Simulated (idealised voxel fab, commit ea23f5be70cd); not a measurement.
process module | voxel transistor to metal
cross-section cut | 140 nm wide | cells 5 nm
A cross-section is a grid of square cells, given in bands from the top down. A band is one or more rows of cells.
Each band's line starts with the height of the band's top and of its bottom, in nm. Then come its materials from left to right, each with its width in nm. One material with "throughout" fills the band from edge to edge. "air" is empty space.
Height 0 is the level under which the wafer as received is all one material. The lowest band goes on downwards, as in "0 down".
A width such as "30 to 40" changes by the same amount from each row of cells to the next, from the band's top row to its bottom row.
"no change" after a step means that no cell of the cross-section changed.
closed voids: empty space of 8 cells or more with no open way to the top, each as width x height at its distance from the left edge, in nm
after a step's settings: what the simulator itself notes on the step
overlay nm, on a step with a mask: how far to the right of its planned place the mask lay; to the left if negative
plan
1 op RECEIVE | material Si
2 op CONFORMAL_DEP | material SiO2 | thk nm 5
3 op CONFORMAL_DEP | material SiN | thk nm 10
4 op PATTERN | tone cover | mask id ACTIVE | material resist | width nm 100 | thk nm 15 | overlay nm 0
5 op DIRECTIONAL_ETCH | etch materials SiN | depth nm 10
6 op DIRECTIONAL_ETCH | etch materials SiO2 | depth nm 5
7 op DIRECTIONAL_ETCH | etch materials Si | depth nm 35
8 op STRIP | etch materials resist
9 op FILL_DEP | material SiO2 | thk nm 10
10 op CMP | height nm 15
11 op SELECTIVE_ETCH | etch materials SiO2 | depth nm 5
12 op STRIP | etch materials SiN
13 op SELECTIVE_ETCH | etch materials SiO2 | depth nm 5
14 op OXIDIZE | depth nm 5
15 op DIRECTIONAL_DEP | material polySi | thk nm 20
16 op DIRECTIONAL_DEP | material SiCN | thk nm 10
17 op PATTERN | tone cover | mask id GATE | material resist | width nm 30 | thk nm 20 | overlay nm 0
18 op DIRECTIONAL_ETCH | etch materials SiCN | depth nm 20
19 op DIRECTIONAL_ETCH | etch materials polySi | depth nm 30
20 op STRIP | etch materials resist
21 op CONFORMAL_DEP | material SiO2 | thk nm 5
22 op DIRECTIONAL_ETCH | etch materials SiO2 | depth nm 5
23 op CONFORMAL_DEP | material SiN | thk nm 10
24 op DIRECTIONAL_ETCH | etch materials SiN | depth nm 10
25 op DIRECTIONAL_ETCH | etch materials SiO2 | depth nm 5
26 op DIRECTIONAL_ETCH | etch materials Si | depth nm 15
27 op EPI | material nSi | thk nm 15
28 op FILL_DEP | material SiO2 | thk nm 10
29 op CMP | height nm 20
30 op STRIP | etch materials polySi
31 op SELECTIVE_ETCH | etch materials SiO2 | depth nm 5
32 op CONFORMAL_DEP | material HfO2 | thk nm 5
33 op CONFORMAL_DEP | material TiN | thk nm 5
34 op FILL_DEP | material W | thk nm 10
35 op CMP | height nm 15
36 op DIRECTIONAL_DEP | material SiO2 | thk nm 10
37 op MASKED_ETCH | tone open | mask id CONTACT | width nm 15 | pitch nm 75 | etch materials SiO2 | depth nm 15 | overlay nm 0
38 op CONFORMAL_DEP | material TiN | thk nm 5
39 op FILL_DEP | material Ru | thk nm 10
40 op CMP | height nm 25
41 op DIRECTIONAL_DEP | material TiN | thk nm 5
42 op DIRECTIONAL_DEP | material Ru | thk nm 25
43 op MASKED_ETCH | tone cover | mask id METAL_1 | width nm 15 | pitch nm 75 | etch materials Ru | depth nm 25 | overlay nm 0
44 op MASKED_ETCH | tone cover | mask id METAL_1 | width nm 15 | pitch nm 75 | etch materials TiN | depth nm 5 | overlay nm 0
45 op FILL_DEP | material lowk | thk nm 5
46 op CMP | height nm 55
47 op CONFORMAL_DEP | material SiCN | thk nm 5
48 op DIRECTIONAL_DEP | material SiO2 | thk nm 30
49 op DIRECTIONAL_DEP | material aC | thk nm 15
50 op PATTERN | tone open | mask id METAL_2 | material resist | width nm 15 | pitch nm 75 | thk nm 35 | overlay nm 0
51 op DIRECTIONAL_ETCH | etch materials aC | depth nm 15
52 op STRIP | etch materials resist
53 op DIRECTIONAL_ETCH | etch materials SiO2 | depth nm 15
54 op STRIP | etch materials aC
55 op PATTERN | tone open | mask id METAL_2_HOLES | material resist | width nm 15 | pitch nm 75 | thk nm 20 | overlay nm 0
56 op DIRECTIONAL_ETCH | etch materials SiO2 | depth nm 15
57 op DIRECTIONAL_ETCH | etch materials SiCN | depth nm 5
58 op STRIP | etch materials resist
59 op CONFORMAL_DEP | material TiN | thk nm 5
60 op FILL_DEP | material Cu | thk nm 5
61 op CMP | height nm 90
62 op CONFORMAL_DEP | material SiN | thk nm 5
first wafer, as planned
as received, after step 1
  0 down: Si throughout
  closed voids: none
after step 2
  5 to 0: SiO2 throughout
  below 0: unchanged
after step 3
  15 to 5: SiN throughout
  below 5: unchanged
after step 4
  30 to 15: air 20 | resist 100 | air 20
  below 15: unchanged
after step 5
  30 to 15: air 20 | resist 100 | air 20
  15 to 5: air 20 | SiN 100 | air 20
  below 5: unchanged
after step 6
  30 to 15: air 20 | resist 100 | air 20
  15 to 5: air 20 | SiN 100 | air 20
  5 to 0: air 20 | SiO2 100 | air 20
  below 0: unchanged
after step 7
  30 to 15: air 20 | resist 100 | air 20
  15 to 5: air 20 | SiN 100 | air 20
  5 to 0: air 20 | SiO2 100 | air 20
  0 to -35: air 20 | Si 100 | air 20
  below -35: unchanged
after step 8
  15 to 5: air 20 | SiN 100 | air 20
  below 5: unchanged
after step 9
  25 to 15: SiO2 throughout
  15 to 5: SiO2 20 | SiN 100 | SiO2 20
  5 to 0: SiO2 throughout
  0 to -35: SiO2 20 | Si 100 | SiO2 20
  below -35: unchanged
after step 10
  15 to 5: SiO2 20 | SiN 100 | SiO2 20
  below 5: unchanged
after step 11
  15 to 10: air 20 | SiN 100 | air 20
  below 10: unchanged
after step 12
  10 to 5: SiO2 20 | air 100 | SiO2 20
  below 5: unchanged
after step 13
  5 to 0: SiO2 15 | air 110 | SiO2 15
  below 0: unchanged
after step 14
  5 to 0: SiO2 15 | air 110 | SiO2 15
  0 to -5: SiO2 throughout
  below -5: unchanged
after step 15
  25 to 20: polySi 15 | air 110 | polySi 15
  20 to 5: polySi throughout
  5 to 0: SiO2 15 | polySi 110 | SiO2 15
  below 0: unchanged
after step 16
  35 to 30: SiCN 15 | air 110 | SiCN 15
  30 to 25: SiCN throughout
  25 to 20: polySi 15 | SiCN 110 | polySi 15
  below 20: unchanged
after step 17
  55 to 35: air 55 | resist 30 | air 55
  35 to 30: SiCN 15 | air 40 | resist 30 | air 40 | SiCN 15
  below 30: unchanged
after step 18
  55 to 30: air 55 | resist 30 | air 55
  30 to 25: air 55 | SiCN 30 | air 55
  25 to 20: polySi 15 | air 40 | SiCN 30 | air 40 | polySi 15
  below 20: unchanged
after step 19
  55 to 30: air 55 | resist 30 | air 55
  30 to 20: air 55 | SiCN 30 | air 55
  20 to 5: air 55 | polySi 30 | air 55
  5 to 0: SiO2 15 | air 40 | polySi 30 | air 40 | SiO2 15
  below 0: unchanged
after step 20
  30 to 20: air 55 | SiCN 30 | air 55
  below 20: unchanged
after step 21
  35 to 30: air 50 | SiO2 40 | air 50
  30 to 20: air 50 | SiO2 5 | SiCN 30 | SiO2 5 | air 50
  20 to 10: air 50 | SiO2 5 | polySi 30 | SiO2 5 | air 50
  10 to 5: SiO2 20 | air 30 | SiO2 5 | polySi 30 | SiO2 5 | air 30 | SiO2 20
  5 to 0: SiO2 55 | polySi 30 | SiO2 55
  below 0: unchanged
after step 22
  30 to 20: air 50 | SiO2 5 | SiCN 30 | SiO2 5 | air 50
  20 to 5: air 50 | SiO2 5 | polySi 30 | SiO2 5 | air 50
  5 to 0: SiO2 20 | air 30 | SiO2 5 | polySi 30 | SiO2 5 | air 30 | SiO2 20
  below 0: unchanged
after step 23
  40 to 30: air 40 | SiN 60 | air 40
  30 to 20: air 40 | SiN 10 | SiO2 5 | SiCN 30 | SiO2 5 | SiN 10 | air 40
  20 to 15: air 40 | SiN 10 | SiO2 5 | polySi 30 | SiO2 5 | SiN 10 | air 40
  15 to 10: SiN 30 | air 10 | SiN 10 | SiO2 5 | polySi 30 | SiO2 5 | SiN 10 | air 10 | SiN 30
  10 to 5: SiN 50 | SiO2 5 | polySi 30 | SiO2 5 | SiN 50
  5 to 0: SiO2 20 | SiN 30 | SiO2 5 | polySi 30 | SiO2 5 | SiN 30 | SiO2 20
  below 0: unchanged
after step 24
  30 to 20: air 40 | SiN 10 | SiO2 5 | SiCN 30 | SiO2 5 | SiN 10 | air 40
  20 to 5: air 40 | SiN 10 | SiO2 5 | polySi 30 | SiO2 5 | SiN 10 | air 40
  5 to 0: SiO2 20 | SiN 10 | air 10 | SiN 10 | SiO2 5 | polySi 30 | SiO2 5 | SiN 10 | air 10 | SiN 10 | SiO2 20
  below 0: unchanged
after step 25
  30 to 25: air 40 | SiN 10 | air 5 | SiCN 30 | air 5 | SiN 10 | air 40
  25 to 20: air 40 | SiN 10 | SiO2 5 | SiCN 30 | SiO2 5 | SiN 10 | air 40
  20 to 5: air 40 | SiN 10 | SiO2 5 | polySi 30 | SiO2 5 | SiN 10 | air 40
  5 to 0: air 20 | SiN 10 | air 10 | SiN 10 | SiO2 5 | polySi 30 | SiO2 5 | SiN 10 | air 10 | SiN 10 | air 20
  0 to -5: SiO2 30 | air 10 | SiO2 60 | air 10 | SiO2 30
  below -5: unchanged
after step 26
  30 to 25: air 40 | SiN 10 | air 5 | SiCN 30 | air 5 | SiN 10 | air 40
  25 to 20: air 40 | SiN 10 | SiO2 5 | SiCN 30 | SiO2 5 | SiN 10 | air 40
  20 to 5: air 40 | SiN 10 | SiO2 5 | polySi 30 | SiO2 5 | SiN 10 | air 40
  5 to 0: air 20 | SiN 10 | air 10 | SiN 10 | SiO2 5 | polySi 30 | SiO2 5 | SiN 10 | air 10 | SiN 10 | air 20
  0 to -5: SiO2 30 | air 10 | SiO2 60 | air 10 | SiO2 30
  -5 to -20: SiO2 20 | Si 10 | air 10 | Si 60 | air 10 | Si 10 | SiO2 20
  below -20: unchanged
after step 27
  30 to 25: air 40 | SiN 10 | air 5 | SiCN 30 | air 5 | SiN 10 | air 40
  25 to 20: air 40 | SiN 10 | SiO2 5 | SiCN 30 | SiO2 5 | SiN 10 | air 40
  20 to 10: air 40 | SiN 10 | SiO2 5 | polySi 30 | SiO2 5 | SiN 10 | air 40
  10 to 5: air 25 | nSi 15 | SiN 10 | SiO2 5 | polySi 30 | SiO2 5 | SiN 10 | nSi 15 | air 25
  5 to 0: air 20 | SiN 10 | nSi 10 | SiN 10 | SiO2 5 | polySi 30 | SiO2 5 | SiN 10 | nSi 10 | SiN 10 | air 20
  0 to -5: SiO2 30 | nSi 10 | SiO2 60 | nSi 10 | SiO2 30
  -5 to -20: SiO2 20 | Si 10 | nSi 10 | Si 60 | nSi 10 | Si 10 | SiO2 20
  below -20: unchanged
after step 28
  40 to 30: SiO2 throughout
  30 to 20: SiO2 40 | SiN 10 | SiO2 5 | SiCN 30 | SiO2 5 | SiN 10 | SiO2 40
  20 to 10: SiO2 40 | SiN 10 | SiO2 5 | polySi 30 | SiO2 5 | SiN 10 | SiO2 40
  10 to 5: SiO2 25 | nSi 15 | SiN 10 | SiO2 5 | polySi 30 | SiO2 5 | SiN 10 | nSi 15 | SiO2 25
  5 to 0: SiO2 20 | SiN 10 | nSi 10 | SiN 10 | SiO2 5 | polySi 30 | SiO2 5 | SiN 10 | nSi 10 | SiN 10 | SiO2 20
  below 0: unchanged
after step 29
  20 to 10: SiO2 40 | SiN 10 | SiO2 5 | polySi 30 | SiO2 5 | SiN 10 | SiO2 40
  below 10: unchanged
after step 30
  20 to 10: SiO2 40 | SiN 10 | SiO2 5 | air 30 | SiO2 5 | SiN 10 | SiO2 40
  10 to 5: SiO2 25 | nSi 15 | SiN 10 | SiO2 5 | air 30 | SiO2 5 | SiN 10 | nSi 15 | SiO2 25
  5 to 0: SiO2 20 | SiN 10 | nSi 10 | SiN 10 | SiO2 5 | air 30 | SiO2 5 | SiN 10 | nSi 10 | SiN 10 | SiO2 20
  below 0: unchanged
after step 31
  20 to 15: air 40 | SiN 10 | air 40 | SiN 10 | air 40
  15 to 10: SiO2 40 | SiN 10 | air 40 | SiN 10 | SiO2 40
  10 to 5: SiO2 25 | nSi 15 | SiN 10 | air 40 | SiN 10 | nSi 15 | SiO2 25
  5 to 0: SiO2 20 | SiN 10 | nSi 10 | SiN 10 | air 40 | SiN 10 | nSi 10 | SiN 10 | SiO2 20
  0 to -5: SiO2 30 | nSi 10 | SiO2 10 | air 40 | SiO2 10 | nSi 10 | SiO2 30
  below -5: unchanged
after step 32
  25 to 20: air 35 | HfO2 20 | air 30 | HfO2 20 | air 35
  20 to 15: HfO2 40 | SiN 10 | HfO2 5 | air 30 | HfO2 5 | SiN 10 | HfO2 40
  15 to 10: SiO2 40 | SiN 10 | HfO2 5 | air 30 | HfO2 5 | SiN 10 | SiO2 40
  10 to 5: SiO2 25 | nSi 15 | SiN 10 | HfO2 5 | air 30 | HfO2 5 | SiN 10 | nSi 15 | SiO2 25
  5 to 0: SiO2 20 | SiN 10 | nSi 10 | SiN 10 | HfO2 5 | air 30 | HfO2 5 | SiN 10 | nSi 10 | SiN 10 | SiO2 20
  0 to -5: SiO2 30 | nSi 10 | SiO2 10 | HfO2 40 | SiO2 10 | nSi 10 | SiO2 30
  below -5: unchanged
after step 33
  30 to 25: air 30 | TiN 30 | air 20 | TiN 30 | air 30
  25 to 20: TiN 35 | HfO2 20 | TiN 5 | air 20 | TiN 5 | HfO2 20 | TiN 35
  20 to 15: HfO2 40 | SiN 10 | HfO2 5 | TiN 5 | air 20 | TiN 5 | HfO2 5 | SiN 10 | HfO2 40
  15 to 10: SiO2 40 | SiN 10 | HfO2 5 | TiN 5 | air 20 | TiN 5 | HfO2 5 | SiN 10 | SiO2 40
  10 to 5: SiO2 25 | nSi 15 | SiN 10 | HfO2 5 | TiN 5 | air 20 | TiN 5 | HfO2 5 | SiN 10 | nSi 15 | SiO2 25
  5 to 0: SiO2 20 | SiN 10 | nSi 10 | SiN 10 | HfO2 5 | TiN 30 | HfO2 5 | SiN 10 | nSi 10 | SiN 10 | SiO2 20
  below 0: unchanged
after step 34
  40 to 30: W throughout
  30 to 25: W 30 | TiN 30 | W 20 | TiN 30 | W 30
  25 to 20: TiN 35 | HfO2 20 | TiN 5 | W 20 | TiN 5 | HfO2 20 | TiN 35
  20 to 15: HfO2 40 | SiN 10 | HfO2 5 | TiN 5 | W 20 | TiN 5 | HfO2 5 | SiN 10 | HfO2 40
  15 to 10: SiO2 40 | SiN 10 | HfO2 5 | TiN 5 | W 20 | TiN 5 | HfO2 5 | SiN 10 | SiO2 40
  10 to 5: SiO2 25 | nSi 15 | SiN 10 | HfO2 5 | TiN 5 | W 20 | TiN 5 | HfO2 5 | SiN 10 | nSi 15 | SiO2 25
  below 5: unchanged
after step 35
  15 to 10: SiO2 40 | SiN 10 | HfO2 5 | TiN 5 | W 20 | TiN 5 | HfO2 5 | SiN 10 | SiO2 40
  below 10: unchanged
after step 36
  25 to 15: SiO2 throughout
  below 15: unchanged
after step 37
  25 to 15: SiO2 25 | air 15 | SiO2 60 | air 15 | SiO2 25
  15 to 10: SiO2 25 | air 15 | SiN 10 | HfO2 5 | TiN 5 | W 20 | TiN 5 | HfO2 5 | SiN 10 | air 15 | SiO2 25
  below 10: unchanged
after step 38
  30 to 25: TiN 30 | air 5 | TiN 70 | air 5 | TiN 30
  25 to 15: SiO2 25 | TiN 5 | air 5 | TiN 5 | SiO2 60 | TiN 5 | air 5 | TiN 5 | SiO2 25
  15 to 10: SiO2 25 | TiN 15 | SiN 10 | HfO2 5 | TiN 5 | W 20 | TiN 5 | HfO2 5 | SiN 10 | TiN 15 | SiO2 25
  below 10: unchanged
after step 39
  40 to 30: Ru throughout
  30 to 25: TiN 30 | Ru 5 | TiN 70 | Ru 5 | TiN 30
  25 to 15: SiO2 25 | TiN 5 | Ru 5 | TiN 5 | SiO2 60 | TiN 5 | Ru 5 | TiN 5 | SiO2 25
  below 15: unchanged
after step 40
  25 to 15: SiO2 25 | TiN 5 | Ru 5 | TiN 5 | SiO2 60 | TiN 5 | Ru 5 | TiN 5 | SiO2 25
  below 15: unchanged
after step 41
  30 to 25: TiN throughout
  below 25: unchanged
after step 42
  55 to 30: Ru throughout
  below 30: unchanged
after step 43
  55 to 30: air 25 | Ru 15 | air 60 | Ru 15 | air 25
  below 30: unchanged
after step 44
  55 to 30: air 25 | Ru 15 | air 60 | Ru 15 | air 25
  30 to 25: air 25 | TiN 15 | air 60 | TiN 15 | air 25
  below 25: unchanged
after step 45
  60 to 55: lowk throughout
  55 to 30: lowk 25 | Ru 15 | lowk 60 | Ru 15 | lowk 25
  30 to 25: lowk 25 | TiN 15 | lowk 60 | TiN 15 | lowk 25
  below 25: unchanged
after step 46
  55 to 30: lowk 25 | Ru 15 | lowk 60 | Ru 15 | lowk 25
  below 30: unchanged
after step 47
  60 to 55: SiCN throughout
  below 55: unchanged
after step 48
  90 to 60: SiO2 throughout
  below 60: unchanged
after step 49
  105 to 90: aC throughout
  below 90: unchanged
after step 50
  140 to 105: resist 25 | air 15 | resist 60 | air 15 | resist 25
  below 105: unchanged
after step 51
  125 to 105: resist 25 | air 15 | resist 60 | air 15 | resist 25
  105 to 90: aC 25 | air 15 | aC 60 | air 15 | aC 25
  below 90: unchanged
after step 52
  105 to 90: aC 25 | air 15 | aC 60 | air 15 | aC 25
  below 90: unchanged
after step 53
  105 to 90: aC 25 | air 15 | aC 60 | air 15 | aC 25
  90 to 75: SiO2 25 | air 15 | SiO2 60 | air 15 | SiO2 25
  below 75: unchanged
after step 54
  90 to 75: SiO2 25 | air 15 | SiO2 60 | air 15 | SiO2 25
  below 75: unchanged
after step 55
  110 to 90: resist 25 | air 15 | resist 60 | air 15 | resist 25
  below 90: unchanged
after step 56
  110 to 90: resist 25 | air 15 | resist 60 | air 15 | resist 25
  90 to 60: SiO2 25 | air 15 | SiO2 60 | air 15 | SiO2 25
  below 60: unchanged
after step 57
  110 to 90: resist 25 | air 15 | resist 60 | air 15 | resist 25
  90 to 60: SiO2 25 | air 15 | SiO2 60 | air 15 | SiO2 25
  60 to 55: SiCN 25 | air 15 | SiCN 60 | air 15 | SiCN 25
  below 55: unchanged
after step 58
  90 to 60: SiO2 25 | air 15 | SiO2 60 | air 15 | SiO2 25
  below 60: unchanged
after step 59
  95 to 90: TiN 30 | air 5 | TiN 70 | air 5 | TiN 30
  90 to 60: SiO2 25 | TiN 5 | air 5 | TiN 5 | SiO2 60 | TiN 5 | air 5 | TiN 5 | SiO2 25
  60 to 55: SiCN 25 | TiN 15 | SiCN 60 | TiN 15 | SiCN 25
  below 55: unchanged
after step 60
  100 to 95: Cu throughout
  95 to 90: TiN 30 | Cu 5 | TiN 70 | Cu 5 | TiN 30
  90 to 60: SiO2 25 | TiN 5 | Cu 5 | TiN 5 | SiO2 60 | TiN 5 | Cu 5 | TiN 5 | SiO2 25
  below 60: unchanged
after step 61
  90 to 60: SiO2 25 | TiN 5 | Cu 5 | TiN 5 | SiO2 60 | TiN 5 | Cu 5 | TiN 5 | SiO2 25
  below 60: unchanged
after step 62
  95 to 90: SiN throughout
  below 90: unchanged
second wafer: like start, like plan, one mistake. Through step 25 it matches the first wafer
when step 26 should have ended
  30 to 25: air 40 | SiN 10 | air 5 | SiCN 30 | air 5 | SiN 10 | air 40
  25 to 20: air 40 | SiN 10 | SiO2 5 | SiCN 30 | SiO2 5 | SiN 10 | air 40
  20 to 5: air 40 | SiN 10 | SiO2 5 | polySi 30 | SiO2 5 | SiN 10 | air 40
  5 to 0: air 20 | SiN 10 | air 10 | SiN 10 | SiO2 5 | polySi 30 | SiO2 5 | SiN 10 | air 10 | SiN 10 | air 20
  0 to -5: SiO2 30 | air 10 | SiO2 60 | air 10 | SiO2 30
  -5 to -35: SiO2 20 | Si 10 | air 10 | Si 60 | air 10 | Si 10 | SiO2 20
  below -35: unchanged
when step 27 should have ended
  30 to 25: air 40 | SiN 10 | air 5 | SiCN 30 | air 5 | SiN 10 | air 40
  25 to 20: air 40 | SiN 10 | SiO2 5 | SiCN 30 | SiO2 5 | SiN 10 | air 40
  20 to 10: air 40 | SiN 10 | SiO2 5 | polySi 30 | SiO2 5 | SiN 10 | air 40
  10 to 5: air 25 | nSi 15 | SiN 10 | SiO2 5 | polySi 30 | SiO2 5 | SiN 10 | nSi 15 | air 25
  5 to 0: air 20 | SiN 10 | nSi 10 | SiN 10 | SiO2 5 | polySi 30 | SiO2 5 | SiN 10 | nSi 10 | SiN 10 | air 20
  0 to -5: SiO2 30 | nSi 10 | SiO2 60 | nSi 10 | SiO2 30
  -5 to -35: SiO2 20 | Si 10 | nSi 10 | Si 60 | nSi 10 | Si 10 | SiO2 20
  below -35: unchanged
when step 28 should have ended
  40 to 30: SiO2 throughout
  30 to 20: SiO2 40 | SiN 10 | SiO2 5 | SiCN 30 | SiO2 5 | SiN 10 | SiO2 40
  20 to 10: SiO2 40 | SiN 10 | SiO2 5 | polySi 30 | SiO2 5 | SiN 10 | SiO2 40
  10 to 5: SiO2 25 | nSi 15 | SiN 10 | SiO2 5 | polySi 30 | SiO2 5 | SiN 10 | nSi 15 | SiO2 25
  5 to 0: SiO2 20 | SiN 10 | nSi 10 | SiN 10 | SiO2 5 | polySi 30 | SiO2 5 | SiN 10 | nSi 10 | SiN 10 | SiO2 20
  below 0: unchanged
when step 29 should have ended
  20 to 10: SiO2 40 | SiN 10 | SiO2 5 | polySi 30 | SiO2 5 | SiN 10 | SiO2 40
  below 10: unchanged
when step 30 should have ended
  20 to 10: SiO2 40 | SiN 10 | SiO2 5 | air 30 | SiO2 5 | SiN 10 | SiO2 40
  10 to 5: SiO2 25 | nSi 15 | SiN 10 | SiO2 5 | air 30 | SiO2 5 | SiN 10 | nSi 15 | SiO2 25
  5 to 0: SiO2 20 | SiN 10 | nSi 10 | SiN 10 | SiO2 5 | air 30 | SiO2 5 | SiN 10 | nSi 10 | SiN 10 | SiO2 20
  below 0: unchanged
when step 31 should have ended
  20 to 15: air 40 | SiN 10 | air 40 | SiN 10 | air 40
  15 to 10: SiO2 40 | SiN 10 | air 40 | SiN 10 | SiO2 40
  10 to 5: SiO2 25 | nSi 15 | SiN 10 | air 40 | SiN 10 | nSi 15 | SiO2 25
  5 to 0: SiO2 20 | SiN 10 | nSi 10 | SiN 10 | air 40 | SiN 10 | nSi 10 | SiN 10 | SiO2 20
  0 to -5: SiO2 30 | nSi 10 | SiO2 10 | air 40 | SiO2 10 | nSi 10 | SiO2 30
  below -5: unchanged
when step 32 should have ended
  25 to 20: air 35 | HfO2 20 | air 30 | HfO2 20 | air 35
  20 to 15: HfO2 40 | SiN 10 | HfO2 5 | air 30 | HfO2 5 | SiN 10 | HfO2 40
  15 to 10: SiO2 40 | SiN 10 | HfO2 5 | air 30 | HfO2 5 | SiN 10 | SiO2 40
  10 to 5: SiO2 25 | nSi 15 | SiN 10 | HfO2 5 | air 30 | HfO2 5 | SiN 10 | nSi 15 | SiO2 25
  5 to 0: SiO2 20 | SiN 10 | nSi 10 | SiN 10 | HfO2 5 | air 30 | HfO2 5 | SiN 10 | nSi 10 | SiN 10 | SiO2 20
  0 to -5: SiO2 30 | nSi 10 | SiO2 10 | HfO2 40 | SiO2 10 | nSi 10 | SiO2 30
  below -5: unchanged
when step 33 should have ended
  30 to 25: air 30 | TiN 30 | air 20 | TiN 30 | air 30
  25 to 20: TiN 35 | HfO2 20 | TiN 5 | air 20 | TiN 5 | HfO2 20 | TiN 35
  20 to 15: HfO2 40 | SiN 10 | HfO2 5 | TiN 5 | air 20 | TiN 5 | HfO2 5 | SiN 10 | HfO2 40
  15 to 10: SiO2 40 | SiN 10 | HfO2 5 | TiN 5 | air 20 | TiN 5 | HfO2 5 | SiN 10 | SiO2 40
  10 to 5: SiO2 25 | nSi 15 | SiN 10 | HfO2 5 | TiN 5 | air 20 | TiN 5 | HfO2 5 | SiN 10 | nSi 15 | SiO2 25
  5 to 0: SiO2 20 | SiN 10 | nSi 10 | SiN 10 | HfO2 5 | TiN 30 | HfO2 5 | SiN 10 | nSi 10 | SiN 10 | SiO2 20
  below 0: unchanged
when step 34 should have ended
  40 to 30: W throughout
  30 to 25: W 30 | TiN 30 | W 20 | TiN 30 | W 30
  25 to 20: TiN 35 | HfO2 20 | TiN 5 | W 20 | TiN 5 | HfO2 20 | TiN 35
  20 to 15: HfO2 40 | SiN 10 | HfO2 5 | TiN 5 | W 20 | TiN 5 | HfO2 5 | SiN 10 | HfO2 40
  15 to 10: SiO2 40 | SiN 10 | HfO2 5 | TiN 5 | W 20 | TiN 5 | HfO2 5 | SiN 10 | SiO2 40
  10 to 5: SiO2 25 | nSi 15 | SiN 10 | HfO2 5 | TiN 5 | W 20 | TiN 5 | HfO2 5 | SiN 10 | nSi 15 | SiO2 25
  below 5: unchanged
when step 35 should have ended
  15 to 10: SiO2 40 | SiN 10 | HfO2 5 | TiN 5 | W 20 | TiN 5 | HfO2 5 | SiN 10 | SiO2 40
  below 10: unchanged
when step 36 should have ended
  25 to 15: SiO2 throughout
  below 15: unchanged
when step 37 should have ended
  25 to 15: SiO2 25 | air 15 | SiO2 60 | air 15 | SiO2 25
  15 to 10: SiO2 25 | air 15 | SiN 10 | HfO2 5 | TiN 5 | W 20 | TiN 5 | HfO2 5 | SiN 10 | air 15 | SiO2 25
  below 10: unchanged
when step 38 should have ended
  30 to 25: TiN 30 | air 5 | TiN 70 | air 5 | TiN 30
  25 to 15: SiO2 25 | TiN 5 | air 5 | TiN 5 | SiO2 60 | TiN 5 | air 5 | TiN 5 | SiO2 25
  15 to 10: SiO2 25 | TiN 15 | SiN 10 | HfO2 5 | TiN 5 | W 20 | TiN 5 | HfO2 5 | SiN 10 | TiN 15 | SiO2 25
  below 10: unchanged
when step 39 should have ended
  40 to 30: Ru throughout
  30 to 25: TiN 30 | Ru 5 | TiN 70 | Ru 5 | TiN 30
  25 to 15: SiO2 25 | TiN 5 | Ru 5 | TiN 5 | SiO2 60 | TiN 5 | Ru 5 | TiN 5 | SiO2 25
  below 15: unchanged
when step 40 should have ended
  25 to 15: SiO2 25 | TiN 5 | Ru 5 | TiN 5 | SiO2 60 | TiN 5 | Ru 5 | TiN 5 | SiO2 25
  below 15: unchanged
when step 41 should have ended
  30 to 25: TiN throughout
  below 25: unchanged
when step 42 should have ended
  55 to 30: Ru throughout
  below 30: unchanged
when step 43 should have ended
  55 to 30: air 25 | Ru 15 | air 60 | Ru 15 | air 25
  below 30: unchanged
when step 44 should have ended
  55 to 30: air 25 | Ru 15 | air 60 | Ru 15 | air 25
  30 to 25: air 25 | TiN 15 | air 60 | TiN 15 | air 25
  below 25: unchanged
when step 45 should have ended
  60 to 55: lowk throughout
  55 to 30: lowk 25 | Ru 15 | lowk 60 | Ru 15 | lowk 25
  30 to 25: lowk 25 | TiN 15 | lowk 60 | TiN 15 | lowk 25
  below 25: unchanged
when step 46 should have ended
  55 to 30: lowk 25 | Ru 15 | lowk 60 | Ru 15 | lowk 25
  below 30: unchanged
when step 47 should have ended
  60 to 55: SiCN throughout
  below 55: unchanged
when step 48 should have ended
  90 to 60: SiO2 throughout
  below 60: unchanged
when step 49 should have ended
  105 to 90: aC throughout
  below 90: unchanged
when step 50 should have ended
  140 to 105: resist 25 | air 15 | resist 60 | air 15 | resist 25
  below 105: unchanged
when step 51 should have ended
  125 to 105: resist 25 | air 15 | resist 60 | air 15 | resist 25
  105 to 90: aC 25 | air 15 | aC 60 | air 15 | aC 25
  below 90: unchanged
when step 52 should have ended
  105 to 90: aC 25 | air 15 | aC 60 | air 15 | aC 25
  below 90: unchanged
when step 53 should have ended
  105 to 90: aC 25 | air 15 | aC 60 | air 15 | aC 25
  90 to 75: SiO2 25 | air 15 | SiO2 60 | air 15 | SiO2 25
  below 75: unchanged
when step 54 should have ended
  90 to 75: SiO2 25 | air 15 | SiO2 60 | air 15 | SiO2 25
  below 75: unchanged
when step 55 should have ended
  110 to 90: resist 25 | air 15 | resist 60 | air 15 | resist 25
  below 90: unchanged
when step 56 should have ended
  110 to 90: resist 25 | air 15 | resist 60 | air 15 | resist 25
  90 to 60: SiO2 25 | air 15 | SiO2 60 | air 15 | SiO2 25
  below 60: unchanged
when step 57 should have ended
  110 to 90: resist 25 | air 15 | resist 60 | air 15 | resist 25
  90 to 60: SiO2 25 | air 15 | SiO2 60 | air 15 | SiO2 25
  60 to 55: SiCN 25 | air 15 | SiCN 60 | air 15 | SiCN 25
  below 55: unchanged
when step 58 should have ended
  90 to 60: SiO2 25 | air 15 | SiO2 60 | air 15 | SiO2 25
  below 60: unchanged
when step 59 should have ended
  95 to 90: TiN 30 | air 5 | TiN 70 | air 5 | TiN 30
  90 to 60: SiO2 25 | TiN 5 | air 5 | TiN 5 | SiO2 60 | TiN 5 | air 5 | TiN 5 | SiO2 25
  60 to 55: SiCN 25 | TiN 15 | SiCN 60 | TiN 15 | SiCN 25
  below 55: unchanged
when step 60 should have ended
  100 to 95: Cu throughout
  95 to 90: TiN 30 | Cu 5 | TiN 70 | Cu 5 | TiN 30
  90 to 60: SiO2 25 | TiN 5 | Cu 5 | TiN 5 | SiO2 60 | TiN 5 | Cu 5 | TiN 5 | SiO2 25
  below 60: unchanged
when step 61 should have ended
  90 to 60: SiO2 25 | TiN 5 | Cu 5 | TiN 5 | SiO2 60 | TiN 5 | Cu 5 | TiN 5 | SiO2 25
  below 60: unchanged
when step 62 should have ended
  95 to 90: SiN throughout
  below 90: unchanged
what went wrong: step 26 was run twice
at the end the second wafer has, in cells: 12 fewer of Si | 12 more of nSi
